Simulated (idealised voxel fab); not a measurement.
Herein follows the process module entitled voxel self aligned contacts.
This is section cut - it's 160 nm across, gridded in 5 nm square cells.
We lay out every cross-section as a grid of square cells and spell it out in bands from the top down, where one band means one or more rows of cells. Quick guide to a band line: top height, bottom height (nm) up front; then every material left to right with its width in nm. Only one material and it's marked "full width"? Then it fills the band edge to edge. And "blank" just means empty space. Heights from 0 (as-received wafer is one material below). Bottom band endless downward, as "0 and below". The notation "30 to 40" denotes a width that varies across the rows of cells in the band, beginning at the first number in the top row, finishing at the second number in the bottom row, and changing by an identical amount from each row to the next. "all unchanged" -> step changed no cross-section cell. The entry "Enclosed void list" lists the empty spaces that cover at least 8 cells and have no open path to the top. Each is written as width x height at distance, where the distance is measured from the left edge and all three values are in nm. Where a step's line continues beyond its settings, the continuation is a remark by the simulator itself on that step. A step's line can hold "overlay nm"; with a mask on that step, the setting says how far right of the planned place the mask lay, while a negative setting says it lay to the left. Heads up before you read on: it's before/after pairs around one process step each, after side only down to the lowest band that changed, step plus settings under the pair. Pairs can be from different runs of this module, same starting wafer, so only chain a pair onto the one above if its "Before-step section" entry says so.
### Before-step section
0 and below = Si full width
Enclosed void list: none
### Sectional Result
5 down to 0 = SiO2 full width
Below a height of 0, the structure has not been altered.
Enclosed void list: none
What is the step between the two cross-sections above? CONFORMAL_DEP with material SiO2, thk nm 5
Before-step section: identical to the post-step cross-section of the immediately preceding pair.
### Sectional Result
25 down to 5 = polySi full width
Below a height of 5, the structure has not been altered.
Enclosed void list: none
What is the step between the two cross-sections above? DIRECTIONAL_DEP with material polySi, thk nm 20
Before-step section: identical to the post-step cross-section of the immediately preceding pair.
### Sectional Result
50 down to 25 = SiN full width
Below a height of 25, the structure has not been altered.
Enclosed void list: none
What is the step between the two cross-sections above? DIRECTIONAL_DEP with material SiN, thk nm 25
Before-step section: identical to the post-step cross-section of the immediately preceding pair.
### Sectional Result
50 down to 25 = blank 35, SiN 25, blank 35, SiN 25, blank 40
Below a height of 25, the structure has not been altered.
Enclosed void list: none
What is the step between the two cross-sections above? MASKED_ETCH with tone cover, mask id GATE, width nm 25, pitch nm 60, etch materials SiN, depth nm 25, overlay nm 0
Before-step section: identical to the post-step cross-section of the immediately preceding pair.
### Sectional Result
50 down to 25 = blank 35, SiN 25, blank 35, SiN 25, blank 40
25 down to 5 = blank 35, polySi 25, blank 35, polySi 25, blank 40
Below a height of 5, the structure has not been altered.
Enclosed void list: none
What is the step between the two cross-sections above? MASKED_ETCH with tone cover, mask id GATE, width nm 25, pitch nm 60, etch materials polySi, depth nm 20, overlay nm 0
Before-step section: identical to the post-step cross-section of the immediately preceding pair.
### Sectional Result
60 down to 25 = blank 25, SiN 45, blank 15, SiN 45, blank 30
25 down to 15 = blank 25, SiN 10, polySi 25, SiN 10, blank 15, SiN 10, polySi 25, SiN 10, blank 30
15 down to 5 = SiN 35, polySi 25, SiN 35, polySi 25, SiN 40
Below a height of 5, the structure has not been altered.
Enclosed void list: none
What is the step between the two cross-sections above? CONFORMAL_DEP with material SiN, thk nm 10
Before-step section: identical to the post-step cross-section of the immediately preceding pair.
### Sectional Result
50 down to 25 = blank 25, SiN 45, blank 15, SiN 45, blank 30
25 down to 5 = blank 25, SiN 10, polySi 25, SiN 10, blank 15, SiN 10, polySi 25, SiN 10, blank 30
Below a height of 5, the structure has not been altered.
Enclosed void list: none
What is the step between the two cross-sections above? DIRECTIONAL_ETCH with etch materials SiN, depth nm 10
Before-step section: identical to the post-step cross-section of the immediately preceding pair.
### Sectional Result
70 down to 50 = SiO2 full width
50 down to 25 = SiO2 25, SiN 45, SiO2 15, SiN 45, SiO2 30
25 down to 5 = SiO2 25, SiN 10, polySi 25, SiN 10, SiO2 15, SiN 10, polySi 25, SiN 10, SiO2 30
Below a height of 5, the structure has not been altered.
Enclosed void list: none
What is the step between the two cross-sections above? FILL_DEP with material SiO2, thk nm 20
Before-step section: identical to the post-step cross-section of the immediately preceding pair.
### Sectional Result
60 down to 50 = SiO2 full width
Below a height of 50, the structure has not been altered.
Enclosed void list: none
What is the step between the two cross-sections above? CMP with height nm 60
Before-step section: identical to the post-step cross-section of the immediately preceding pair.
### Sectional Result
60 down to 50 = SiO2 55, blank 45, SiO2 60
50 down to 25 = SiO2 25, SiN 45, blank 15, SiN 45, SiO2 30
25 down to 5 = SiO2 25, SiN 10, polySi 25, SiN 10, blank 15, SiN 10, polySi 25, SiN 10, SiO2 30
5 down to 0 = SiO2 70, blank 15, SiO2 75
Below a height of 0, the structure has not been altered.
Enclosed void list: none
What is the step between the two cross-sections above? MASKED_ETCH with tone open, mask id CONTACT, width nm 45, etch materials SiO2, depth nm 60, overlay nm 0
Before-step section: identical to the post-step cross-section of the immediately preceding pair.
### Sectional Result
65 down to 60 = TiN 60, blank 35, TiN 65
60 down to 50 = SiO2 55, TiN 5 to 20, blank 35 to 5, TiN 5 to 20, SiO2 60
50 down to 25 = SiO2 25, SiN 45, TiN 5, blank 5, TiN 5, SiN 45, SiO2 30
25 down to 5 = SiO2 25, SiN 10, polySi 25, SiN 10, TiN 5, blank 5, TiN 5, SiN 10, polySi 25, SiN 10, SiO2 30
5 down to 0 = SiO2 70, TiN 15, SiO2 75
Below a height of 0, the structure has not been altered.
Enclosed void list: none
What is the step between the two cross-sections above? CONFORMAL_DEP with material TiN, thk nm 5
Before-step section: identical to the post-step cross-section of the immediately preceding pair.
### Sectional Result
75 down to 65 = Ru full width
65 down to 60 = TiN 60, Ru 35, TiN 65
60 down to 50 = SiO2 55, TiN 5 to 20, Ru 35 to 5, TiN 5 to 20, SiO2 60
50 down to 25 = SiO2 25, SiN 45, TiN 5, Ru 5, TiN 5, SiN 45, SiO2 30
25 down to 5 = SiO2 25, SiN 10, polySi 25, SiN 10, TiN 5, Ru 5, TiN 5, SiN 10, polySi 25, SiN 10, SiO2 30
Below a height of 5, the structure has not been altered.
Enclosed void list: none
What is the step between the two cross-sections above? FILL_DEP with material Ru, thk nm 10
Before-step section: identical to the post-step cross-section of the immediately preceding pair.
### Sectional Result
60 down to 50 = SiO2 55, TiN 5 to 20, Ru 35 to 5, TiN 5 to 20, SiO2 60
Below a height of 50, the structure has not been altered.
Enclosed void list: none
What is the step between the two cross-sections above? CMP with height nm 60
Before-step section: identical to the post-step cross-section of the immediately preceding pair.
### Sectional Result
65 down to 60 = SiCN full width
Below a height of 60, the structure has not been altered.
Enclosed void list: none
What is the step between the two cross-sections above? CONFORMAL_DEP with material SiCN, thk nm 5
### Before-step section
50 down to 25 = blank 35, SiN 25, blank 35, SiN 25, blank 40
25 down to 5 = blank 35, polySi 25, blank 35, polySi 25, blank 40
5 down to 0 = SiO2 full width
0 and below = Si full width
Enclosed void list: none
### Sectional Result
40 down to 25 = blank 35, SiN 25, blank 35, SiN 25, blank 40
Below a height of 25, the structure has not been altered.
Enclosed void list: none
What is the step between the two cross-sections above? DIRECTIONAL_ETCH with etch materials SiN, depth nm 10
Before-step section: identical to the post-step cross-section of the immediately preceding pair.
### Sectional Result
60 down to 40 = SiO2 full width
40 down to 25 = SiO2 35, SiN 25, SiO2 35, SiN 25, SiO2 40
25 down to 5 = SiO2 35, polySi 25, SiO2 35, polySi 25, SiO2 40
Below a height of 5, the structure has not been altered.
Enclosed void list: none
What is the step between the two cross-sections above? FILL_DEP with material SiO2, thk nm 20
Before-step section: identical to the post-step cross-section of the immediately preceding pair.
### Sectional Result
60 down to 40 = SiO2 55, blank 45, SiO2 60
40 down to 25 = SiO2 35, SiN 25, blank 35, SiN 25, SiO2 40
25 down to 5 = SiO2 35, polySi 25, blank 35, polySi 25, SiO2 40
5 down to 0 = SiO2 60, blank 35, SiO2 65
Below a height of 0, the structure has not been altered.
Enclosed void list: none
What is the step between the two cross-sections above? MASKED_ETCH with tone open, mask id CONTACT, width nm 45, etch materials SiO2, depth nm 60, overlay nm 0
Before-step section: identical to the post-step cross-section of the immediately preceding pair.
### Sectional Result
65 down to 60 = TiN 60, blank 35, TiN 65
60 down to 45 = SiO2 55, TiN 5, blank 35, TiN 5, SiO2 60
45 down to 40 = SiO2 55, TiN 10, blank 25, TiN 10, SiO2 60
40 down to 25 = SiO2 35, SiN 25, TiN 5, blank 25, TiN 5, SiN 25, SiO2 40
25 down to 5 = SiO2 35, polySi 25, TiN 5, blank 25, TiN 5, polySi 25, SiO2 40
5 down to 0 = SiO2 60, TiN 35, SiO2 65
Below a height of 0, the structure has not been altered.
Enclosed void list: none
What is the step between the two cross-sections above? CONFORMAL_DEP with material TiN, thk nm 5
Before-step section: identical to the post-step cross-section of the immediately preceding pair.
### Sectional Result
75 down to 65 = Ru full width
65 down to 60 = TiN 60, Ru 35, TiN 65
60 down to 45 = SiO2 55, TiN 5, Ru 35, TiN 5, SiO2 60
45 down to 40 = SiO2 55, TiN 10, Ru 25, TiN 10, SiO2 60
40 down to 25 = SiO2 35, SiN 25, TiN 5, Ru 25, TiN 5, SiN 25, SiO2 40
25 down to 5 = SiO2 35, polySi 25, TiN 5, Ru 25, TiN 5, polySi 25, SiO2 40
Below a height of 5, the structure has not been altered.
Enclosed void list: none
What is the step between the two cross-sections above? FILL_DEP with material Ru, thk nm 10
Before-step section: identical to the post-step cross-section of the immediately preceding pair.
### Sectional Result
60 down to 45 = SiO2 55, TiN 5, Ru 35, TiN 5, SiO2 60
Below a height of 45, the structure has not been altered.
Enclosed void list: none
What is the step between the two cross-sections above? CMP with height nm 60
Before-step section: identical to the post-step cross-section of the immediately preceding pair.
### Sectional Result
65 down to 60 = SiCN full width
Below a height of 60, the structure has not been altered.
Enclosed void list: none
What is the step between the two cross-sections above? CONFORMAL_DEP with material SiCN, thk nm 5
### Before-step section
25 down to 5 = polySi full width
5 down to 0 = SiO2 full width
0 and below = Si full width
Enclosed void list: none
### Sectional Result
45 down to 5 = polySi full width
Below a height of 5, the structure has not been altered.
Enclosed void list: none
What is the step between the two cross-sections above? DIRECTIONAL_DEP with material polySi, thk nm 20
Before-step section: identical to the post-step cross-section of the immediately preceding pair.
### Sectional Result
70 down to 45 = SiN full width
Below a height of 45, the structure has not been altered.
Enclosed void list: none
What is the step between the two cross-sections above? DIRECTIONAL_DEP with material SiN, thk nm 25
Before-step section: identical to the post-step cross-section of the immediately preceding pair.
### Sectional Result
70 down to 45 = blank 35, SiN 25, blank 35, SiN 25, blank 40
Below a height of 45, the structure has not been altered.
Enclosed void list: none
What is the step between the two cross-sections above? MASKED_ETCH with tone cover, mask id GATE, width nm 25, pitch nm 60, etch materials SiN, depth nm 25, overlay nm 0
Before-step section: identical to the post-step cross-section of the immediately preceding pair.
### Sectional Result
70 down to 45 = blank 35, SiN 25, blank 35, SiN 25, blank 40
45 down to 25 = blank 35, polySi 25, blank 35, polySi 25, blank 40
Below a height of 25, the structure has not been altered.
Enclosed void list: none
What is the step between the two cross-sections above? MASKED_ETCH with tone cover, mask id GATE, width nm 25, pitch nm 60, etch materials polySi, depth nm 20, overlay nm 0
Before-step section: identical to the post-step cross-section of the immediately preceding pair.
### Sectional Result
80 down to 45 = blank 25, SiN 45, blank 15, SiN 45, blank 30
45 down to 35 = blank 25, SiN 10, polySi 25, SiN 10, blank 15, SiN 10, polySi 25, SiN 10, blank 30
35 down to 25 = SiN 35, polySi 25, SiN 35, polySi 25, SiN 40
Below a height of 25, the structure has not been altered.
Enclosed void list: none
What is the step between the two cross-sections above? CONFORMAL_DEP with material SiN, thk nm 10
Before-step section: identical to the post-step cross-section of the immediately preceding pair.
### Sectional Result
70 down to 45 = blank 25, SiN 45, blank 15, SiN 45, blank 30
45 down to 25 = blank 25, SiN 10, polySi 25, SiN 10, blank 15, SiN 10, polySi 25, SiN 10, blank 30
Below a height of 25, the structure has not been altered.
Enclosed void list: none
What is the step between the two cross-sections above? DIRECTIONAL_ETCH with etch materials SiN, depth nm 10
Before-step section: identical to the post-step cross-section of the immediately preceding pair.
### Sectional Result
90 down to 70 = SiO2 full width
70 down to 45 = SiO2 25, SiN 45, SiO2 15, SiN 45, SiO2 30
45 down to 25 = SiO2 25, SiN 10, polySi 25, SiN 10, SiO2 15, SiN 10, polySi 25, SiN 10, SiO2 30
Below a height of 25, the structure has not been altered.
Enclosed void list: none
What is the step between the two cross-sections above? FILL_DEP with material SiO2, thk nm 20
Before-step section: identical to the post-step cross-section of the immediately preceding pair.
### Sectional Result
60 down to 45 = SiO2 25, SiN 45, SiO2 15, SiN 45, SiO2 30
Below a height of 45, the structure has not been altered.
Enclosed void list: none
What is the step between the two cross-sections above? CMP with height nm 60
Before-step section: identical to the post-step cross-section of the immediately preceding pair.
### Sectional Result
60 down to 45 = SiO2 25, SiN 45, blank 15, SiN 45, SiO2 30
45 down to 25 = SiO2 25, SiN 10, polySi 25, SiN 10, blank 15, SiN 10, polySi 25, SiN 10, SiO2 30
Below a height of 25, the structure has not been altered.
Enclosed void list: none
What is the step between the two cross-sections above? MASKED_ETCH with tone open, mask id CONTACT, width nm 45, etch materials SiO2, depth nm 60, overlay nm 0
Before-step section: identical to the post-step cross-section of the immediately preceding pair.
### Sectional Result
65 down to 60 = TiN 75, blank 5, TiN 80
60 down to 45 = SiO2 25, SiN 45, TiN 5, blank 5, TiN 5, SiN 45, SiO2 30
45 down to 30 = SiO2 25, SiN 10, polySi 25, SiN 10, TiN 5, blank 5, TiN 5, SiN 10, polySi 25, SiN 10, SiO2 30
30 down to 25 = SiO2 25, SiN 10, polySi 25, SiN 10, TiN 15, SiN 10, polySi 25, SiN 10, SiO2 30
Below a height of 25, the structure has not been altered.
Enclosed void list: none
What is the step between the two cross-sections above? CONFORMAL_DEP with material TiN, thk nm 5
Before-step section: identical to the post-step cross-section of the immediately preceding pair.
### Sectional Result
75 down to 65 = Ru full width
65 down to 60 = TiN 75, Ru 5, TiN 80
60 down to 45 = SiO2 25, SiN 45, TiN 5, Ru 5, TiN 5, SiN 45, SiO2 30
45 down to 30 = SiO2 25, SiN 10, polySi 25, SiN 10, TiN 5, Ru 5, TiN 5, SiN 10, polySi 25, SiN 10, SiO2 30
Below a height of 30, the structure has not been altered.
Enclosed void list: none
What is the step between the two cross-sections above? FILL_DEP with material Ru, thk nm 10
Before-step section: identical to the post-step cross-section of the immediately preceding pair.
### Sectional Result
60 down to 45 = SiO2 25, SiN 45, TiN 5, Ru 5, TiN 5, SiN 45, SiO2 30
Below a height of 45, the structure has not been altered.
Enclosed void list: none
What is the step between the two cross-sections above? CMP with height nm 60
Before-step section: identical to the post-step cross-section of the immediately preceding pair.
### Sectional Result
65 down to 60 = SiCN full width
Below a height of 60, the structure has not been altered.
Enclosed void list: none
What is the step between the two cross-sections above? CONFORMAL_DEP with material SiCN, thk nm 5
### Before-step section
0 and below = Si full width
Enclosed void list: none
### Sectional Result
20 down to 0 = polySi full width
Below a height of 0, the structure has not been altered.
Enclosed void list: none
What is the step between the two cross-sections above? DIRECTIONAL_DEP with material polySi, thk nm 20
Before-step section: identical to the post-step cross-section of the immediately preceding pair.
### Sectional Result
25 down to 20 = SiO2 full width
Below a height of 20, the structure has not been altered.
Enclosed void list: none
What is the step between the two cross-sections above? CONFORMAL_DEP with material SiO2, thk nm 5
Before-step section: identical to the post-step cross-section of the immediately preceding pair.
### Sectional Result
50 down to 25 = SiN full width
Below a height of 25, the structure has not been altered.
Enclosed void list: none
What is the step between the two cross-sections above? DIRECTIONAL_DEP with material SiN, thk nm 25
Before-step section: identical to the post-step cross-section of the immediately preceding pair.
### Sectional Result
50 down to 25 = blank 35, SiN 25, blank 35, SiN 25, blank 40
Below a height of 25, the structure has not been altered.
Enclosed void list: none
What is the step between the two cross-sections above? MASKED_ETCH with tone cover, mask id GATE, width nm 25, pitch nm 60, etch materials SiN, depth nm 25, overlay nm 0
Before-step section: identical to the post-step cross-section of the immediately preceding pair.
### Sectional Result
60 down to 35 = blank 25, SiN 45, blank 15, SiN 45, blank 30
35 down to 25 = SiN full width
Below a height of 25, the structure has not been altered.
Enclosed void list: none
What is the step between the two cross-sections above? CONFORMAL_DEP with material SiN, thk nm 10
Before-step section: identical to the post-step cross-section of the immediately preceding pair.
### Sectional Result
50 down to 25 = blank 25, SiN 45, blank 15, SiN 45, blank 30
Below a height of 25, the structure has not been altered.
Enclosed void list: none
What is the step between the two cross-sections above? DIRECTIONAL_ETCH with etch materials SiN, depth nm 10
Before-step section: identical to the post-step cross-section of the immediately preceding pair.
### Sectional Result
70 down to 50 = SiO2 full width
50 down to 25 = SiO2 25, SiN 45, SiO2 15, SiN 45, SiO2 30
Below a height of 25, the structure has not been altered.
Enclosed void list: none
What is the step between the two cross-sections above? FILL_DEP with material SiO2, thk nm 20
Before-step section: identical to the post-step cross-section of the immediately preceding pair.
### Sectional Result
60 down to 50 = SiO2 full width
Below a height of 50, the structure has not been altered.
Enclosed void list: none
What is the step between the two cross-sections above? CMP with height nm 60
Before-step section: identical to the post-step cross-section of the immediately preceding pair.
### Sectional Result
60 down to 50 = SiO2 55, blank 45, SiO2 60
50 down to 25 = SiO2 25, SiN 45, blank 15, SiN 45, SiO2 30
25 down to 20 = SiO2 70, blank 15, SiO2 75
Below a height of 20, the structure has not been altered.
Enclosed void list: none
What is the step between the two cross-sections above? MASKED_ETCH with tone open, mask id CONTACT, width nm 45, etch materials SiO2, depth nm 60, overlay nm 0
Before-step section: identical to the post-step cross-section of the immediately preceding pair.
### Sectional Result
65 down to 60 = TiN 60, blank 35, TiN 65
60 down to 50 = SiO2 55, TiN 5 to 20, blank 35 to 5, TiN 5 to 20, SiO2 60
50 down to 25 = SiO2 25, SiN 45, TiN 5, blank 5, TiN 5, SiN 45, SiO2 30
25 down to 20 = SiO2 70, TiN 15, SiO2 75
Below a height of 20, the structure has not been altered.
Enclosed void list: none
What is the step between the two cross-sections above? CONFORMAL_DEP with material TiN, thk nm 5
Before-step section: identical to the post-step cross-section of the immediately preceding pair.
### Sectional Result
75 down to 65 = Ru full width
65 down to 60 = TiN 60, Ru 35, TiN 65
60 down to 50 = SiO2 55, TiN 5 to 20, Ru 35 to 5, TiN 5 to 20, SiO2 60
50 down to 25 = SiO2 25, SiN 45, TiN 5, Ru 5, TiN 5, SiN 45, SiO2 30
Below a height of 25, the structure has not been altered.
Enclosed void list: none
What is the step between the two cross-sections above? FILL_DEP with material Ru, thk nm 10
Before-step section: identical to the post-step cross-section of the immediately preceding pair.
### Sectional Result
60 down to 50 = SiO2 55, TiN 5 to 20, Ru 35 to 5, TiN 5 to 20, SiO2 60
Below a height of 50, the structure has not been altered.
Enclosed void list: none
What is the step between the two cross-sections above? CMP with height nm 60
Before-step section: identical to the post-step cross-section of the immediately preceding pair.
### Sectional Result
65 down to 60 = SiCN full width
Below a height of 60, the structure has not been altered.
Enclosed void list: none
What is the step between the two cross-sections above? CONFORMAL_DEP with material SiCN, thk nm 5
### Before-step section
75 down to 65 = Ru full width
65 down to 60 = TiN 60, Ru 35, TiN 65
60 down to 50 = SiO2 55, TiN 5 to 20, Ru 35 to 5, TiN 5 to 20, SiO2 60
50 down to 25 = SiO2 25, SiN 45, TiN 5, Ru 5, TiN 5, SiN 45, SiO2 30
25 down to 5 = SiO2 25, SiN 10, polySi 25, SiN 10, TiN 5, Ru 5, TiN 5, SiN 10, polySi 25, SiN 10, SiO2 30
5 down to 0 = SiO2 70, TiN 15, SiO2 75
0 and below = Si full width
Enclosed void list: none
### Sectional Result
50 down to 25 = SiO2 25, SiN 45, TiN 5, Ru 5, TiN 5, SiN 45, SiO2 30
Below a height of 25, the structure has not been altered.
Enclosed void list: none
What is the step between the two cross-sections above? CMP with height nm 50
Before-step section: identical to the post-step cross-section of the immediately preceding pair.
### Sectional Result
55 down to 50 = SiCN full width
Below a height of 50, the structure has not been altered.
Enclosed void list: none
What is the step between the two cross-sections above? CONFORMAL_DEP with material SiCN, thk nm 5
### Before-step section
50 down to 25 = blank 35, SiN 25, blank 35, SiN 25, blank 40
25 down to 5 = polySi full width
5 down to 0 = SiO2 full width
0 and below = Si full width
Enclosed void list: none
### Sectional Result
50 down to 25 = blank 35, SiN 25, blank 35, SiN 25, blank 40
25 down to 5 = blank 30, polySi 35, blank 25, polySi 35, blank 35
Below a height of 5, the structure has not been altered.
Enclosed void list: none
What is the step between the two cross-sections above? MASKED_ETCH with tone cover, mask id GATE, width nm 35, pitch nm 60, etch materials polySi, depth nm 20, overlay nm 0
Before-step section: identical to the post-step cross-section of the immediately preceding pair.
### Sectional Result
60 down to 35 = blank 25, SiN 45, blank 15, SiN 45, blank 30
35 down to 25 = blank 20, SiN 55, blank 5, SiN 55, blank 25
25 down to 15 = blank 20, SiN 10, polySi 35, SiN 10, blank 5, SiN 10, polySi 35, SiN 10, blank 25
15 down to 5 = SiN 30, polySi 35, SiN 25, polySi 35, SiN 35
Below a height of 5, the structure has not been altered.
Enclosed void list: none
What is the step between the two cross-sections above? CONFORMAL_DEP with material SiN, thk nm 10
Before-step section: identical to the post-step cross-section of the immediately preceding pair.
### Sectional Result
50 down to 25 = blank 25, SiN 45, blank 15, SiN 45, blank 30
25 down to 5 = blank 20, SiN 10, polySi 35, SiN 10, blank 5, SiN 10, polySi 35, SiN 10, blank 25
Below a height of 5, the structure has not been altered.
Enclosed void list: none
What is the step between the two cross-sections above? DIRECTIONAL_ETCH with etch materials SiN, depth nm 10
Before-step section: identical to the post-step cross-section of the immediately preceding pair.
### Sectional Result
70 down to 50 = SiO2 full width
50 down to 25 = SiO2 25, SiN 45, SiO2 15, SiN 45, SiO2 30
25 down to 5 = SiO2 20, SiN 10, polySi 35, SiN 10, SiO2 5, SiN 10, polySi 35, SiN 10, SiO2 25
Below a height of 5, the structure has not been altered.
Enclosed void list: none
What is the step between the two cross-sections above? FILL_DEP with material SiO2, thk nm 20
Before-step section: identical to the post-step cross-section of the immediately preceding pair.
### Sectional Result
60 down to 50 = SiO2 full width
Below a height of 50, the structure has not been altered.
Enclosed void list: none
What is the step between the two cross-sections above? CMP with height nm 60
Before-step section: identical to the post-step cross-section of the immediately preceding pair.
### Sectional Result
60 down to 50 = SiO2 55, blank 45, SiO2 60
50 down to 25 = SiO2 25, SiN 45, blank 15, SiN 45, SiO2 30
25 down to 5 = SiO2 20, SiN 10, polySi 35, SiN 10, blank 5, SiN 10, polySi 35, SiN 10, SiO2 25
5 down to 0 = SiO2 75, blank 5, SiO2 80
Below a height of 0, the structure has not been altered.
Enclosed void list: none
What is the step between the two cross-sections above? MASKED_ETCH with tone open, mask id CONTACT, width nm 45, etch materials SiO2, depth nm 60, overlay nm 0
Before-step section: identical to the post-step cross-section of the immediately preceding pair.
### Sectional Result
65 down to 60 = TiN 60, blank 35, TiN 65
60 down to 50 = SiO2 55, TiN 5 to 20, blank 35 to 5, TiN 5 to 20, SiO2 60
50 down to 30 = SiO2 25, SiN 45, TiN 5, blank 5, TiN 5, SiN 45, SiO2 30
30 down to 25 = SiO2 25, SiN 45, TiN 15, SiN 45, SiO2 30
25 down to 5 = SiO2 20, SiN 10, polySi 35, SiN 10, TiN 5, SiN 10, polySi 35, SiN 10, SiO2 25
5 down to 0 = SiO2 75, TiN 5, SiO2 80
Below a height of 0, the structure has not been altered.
Enclosed void list: none
What is the step between the two cross-sections above? CONFORMAL_DEP with material TiN, thk nm 5
Before-step section: identical to the post-step cross-section of the immediately preceding pair.
### Sectional Result
75 down to 65 = Ru full width
65 down to 60 = TiN 60, Ru 35, TiN 65
60 down to 50 = SiO2 55, TiN 5 to 20, Ru 35 to 5, TiN 5 to 20, SiO2 60
50 down to 30 = SiO2 25, SiN 45, TiN 5, Ru 5, TiN 5, SiN 45, SiO2 30
Below a height of 30, the structure has not been altered.
Enclosed void list: none
What is the step between the two cross-sections above? FILL_DEP with material Ru, thk nm 10
Before-step section: identical to the post-step cross-section of the immediately preceding pair.
### Sectional Result
60 down to 50 = SiO2 55, TiN 5 to 20, Ru 35 to 5, TiN 5 to 20, SiO2 60
Below a height of 50, the structure has not been altered.
Enclosed void list: none
What is the step between the two cross-sections above? CMP with height nm 60
Before-step section: identical to the post-step cross-section of the immediately preceding pair.
### Sectional Result
65 down to 60 = SiCN full width
Below a height of 60, the structure has not been altered.
Enclosed void list: none
What is the step between the two cross-sections above? CONFORMAL_DEP with material SiCN, thk nm 5
### Before-step section
50 down to 25 = SiN full width
25 down to 5 = polySi full width
5 down to 0 = SiO2 full width
0 and below = Si full width
Enclosed void list: none
### Sectional Result
50 down to 25 = blank 40, SiN 25, blank 35, SiN 25, blank 35
Below a height of 25, the structure has not been altered.
Enclosed void list: none
What is the step between the two cross-sections above? MASKED_ETCH with tone cover, mask id GATE, width nm 25, pitch nm 60, etch materials SiN, depth nm 25, overlay nm 5
Before-step section: identical to the post-step cross-section of the immediately preceding pair.
### Sectional Result
50 down to 25 = blank 40, SiN 25, blank 35, SiN 25, blank 35
25 down to 5 = blank 35, polySi 30, blank 30, polySi 30, blank 35
Below a height of 5, the structure has not been altered.
Enclosed void list: none
What is the step between the two cross-sections above? MASKED_ETCH with tone cover, mask id GATE, width nm 25, pitch nm 60, etch materials polySi, depth nm 20, overlay nm 0
Before-step section: identical to the post-step cross-section of the immediately preceding pair.
### Sectional Result
60 down to 35 = blank 30, SiN 45, blank 15, SiN 45, blank 25
35 down to 25 = blank 25, SiN 50, blank 10, SiN 50, blank 25
25 down to 15 = blank 25, SiN 10, polySi 30, SiN 10, blank 10, SiN 10, polySi 30, SiN 10, blank 25
15 down to 5 = SiN 35, polySi 30, SiN 30, polySi 30, SiN 35
Below a height of 5, the structure has not been altered.
Enclosed void list: none
What is the step between the two cross-sections above? CONFORMAL_DEP with material SiN, thk nm 10
Before-step section: identical to the post-step cross-section of the immediately preceding pair.
### Sectional Result
50 down to 25 = blank 30, SiN 45, blank 15, SiN 45, blank 25
25 down to 5 = blank 25, SiN 10, polySi 30, SiN 10, blank 10, SiN 10, polySi 30, SiN 10, blank 25
Below a height of 5, the structure has not been altered.
Enclosed void list: none
What is the step between the two cross-sections above? DIRECTIONAL_ETCH with etch materials SiN, depth nm 10
Before-step section: identical to the post-step cross-section of the immediately preceding pair.
### Sectional Result
70 down to 50 = SiO2 full width
50 down to 25 = SiO2 30, SiN 45, SiO2 15, SiN 45, SiO2 25
25 down to 5 = SiO2 25, SiN 10, polySi 30, SiN 10, SiO2 10, SiN 10, polySi 30, SiN 10, SiO2 25
Below a height of 5, the structure has not been altered.
Enclosed void list: none
What is the step between the two cross-sections above? FILL_DEP with material SiO2, thk nm 20
Before-step section: identical to the post-step cross-section of the immediately preceding pair.
### Sectional Result
60 down to 50 = SiO2 full width
Below a height of 50, the structure has not been altered.
Enclosed void list: none
What is the step between the two cross-sections above? CMP with height nm 60
Before-step section: identical to the post-step cross-section of the immediately preceding pair.
### Sectional Result
60 down to 50 = SiO2 55, blank 45, SiO2 60
50 down to 25 = SiO2 30, SiN 45, blank 15, SiN 45, SiO2 25
25 down to 5 = SiO2 25, SiN 10, polySi 30, SiN 10, blank 10, SiN 10, polySi 30, SiN 10, SiO2 25
5 down to 0 = SiO2 75, blank 10, SiO2 75
Below a height of 0, the structure has not been altered.
Enclosed void list: none
What is the step between the two cross-sections above? MASKED_ETCH with tone open, mask id CONTACT, width nm 45, etch materials SiO2, depth nm 60, overlay nm 0
Before-step section: identical to the post-step cross-section of the immediately preceding pair.
### Sectional Result
65 down to 60 = TiN 60, blank 35, TiN 65
60 down to 50 = SiO2 55, TiN 5 to 25, blank 35 to 5, TiN 5 to 15, SiO2 60
50 down to 30 = SiO2 30, SiN 45, TiN 5, blank 5, TiN 5, SiN 45, SiO2 25
30 down to 25 = SiO2 30, SiN 45, TiN 15, SiN 45, SiO2 25
25 down to 5 = SiO2 25, SiN 10, polySi 30, SiN 10, TiN 10, SiN 10, polySi 30, SiN 10, SiO2 25
5 down to 0 = SiO2 75, TiN 10, SiO2 75
Below a height of 0, the structure has not been altered.
Enclosed void list: none
What is the step between the two cross-sections above? CONFORMAL_DEP with material TiN, thk nm 5
Before-step section: identical to the post-step cross-section of the immediately preceding pair.
### Sectional Result
75 down to 65 = Ru full width
65 down to 60 = TiN 60, Ru 35, TiN 65
60 down to 50 = SiO2 55, TiN 5 to 25, Ru 35 to 5, TiN 5 to 15, SiO2 60
50 down to 30 = SiO2 30, SiN 45, TiN 5, Ru 5, TiN 5, SiN 45, SiO2 25
Below a height of 30, the structure has not been altered.
Enclosed void list: none
What is the step between the two cross-sections above? FILL_DEP with material Ru, thk nm 10
Before-step section: identical to the post-step cross-section of the immediately preceding pair.
### Sectional Result
60 down to 50 = SiO2 55, TiN 5 to 25, Ru 35 to 5, TiN 5 to 15, SiO2 60
Below a height of 50, the structure has not been altered.
Enclosed void list: none
What is the step between the two cross-sections above? CMP with height nm 60
Before-step section: identical to the post-step cross-section of the immediately preceding pair.
### Sectional Result
65 down to 60 = SiCN full width
Below a height of 60, the structure has not been altered.
Enclosed void list: none
What is the step between the two cross-sections above? CONFORMAL_DEP with material SiCN, thk nm 5
### Before-step section
25 down to 5 = polySi full width
5 down to 0 = SiO2 full width
0 and below = Si full width
Enclosed void list: none
### Sectional Result
50 down to 25 = SiCN full width
Below a height of 25, the structure has not been altered.
Enclosed void list: none
What is the step between the two cross-sections above? DIRECTIONAL_DEP with material SiCN, thk nm 25
Before-step section: identical to the post-step cross-section of the immediately preceding pair.
### Sectional Result
60 down to 50 = SiN full width
Below a height of 50, the structure has not been altered.
Enclosed void list: none
What is the step between the two cross-sections above? CONFORMAL_DEP with material SiN, thk nm 10
Before-step section: identical to the post-step cross-section of the immediately preceding pair.
### Sectional Result
50 down to 25 = SiCN full width
Below a height of 25, the structure has not been altered.
Enclosed void list: none
What is the step between the two cross-sections above? DIRECTIONAL_ETCH with etch materials SiN, depth nm 10
Before-step section: identical to the post-step cross-section of the immediately preceding pair.
### Sectional Result
70 down to 50 = SiO2 full width
Below a height of 50, the structure has not been altered.
Enclosed void list: none
What is the step between the two cross-sections above? FILL_DEP with material SiO2, thk nm 20
Before-step section: identical to the post-step cross-section of the immediately preceding pair.
### Sectional Result
60 down to 50 = SiO2 full width
Below a height of 50, the structure has not been altered.
Enclosed void list: none
What is the step between the two cross-sections above? CMP with height nm 60
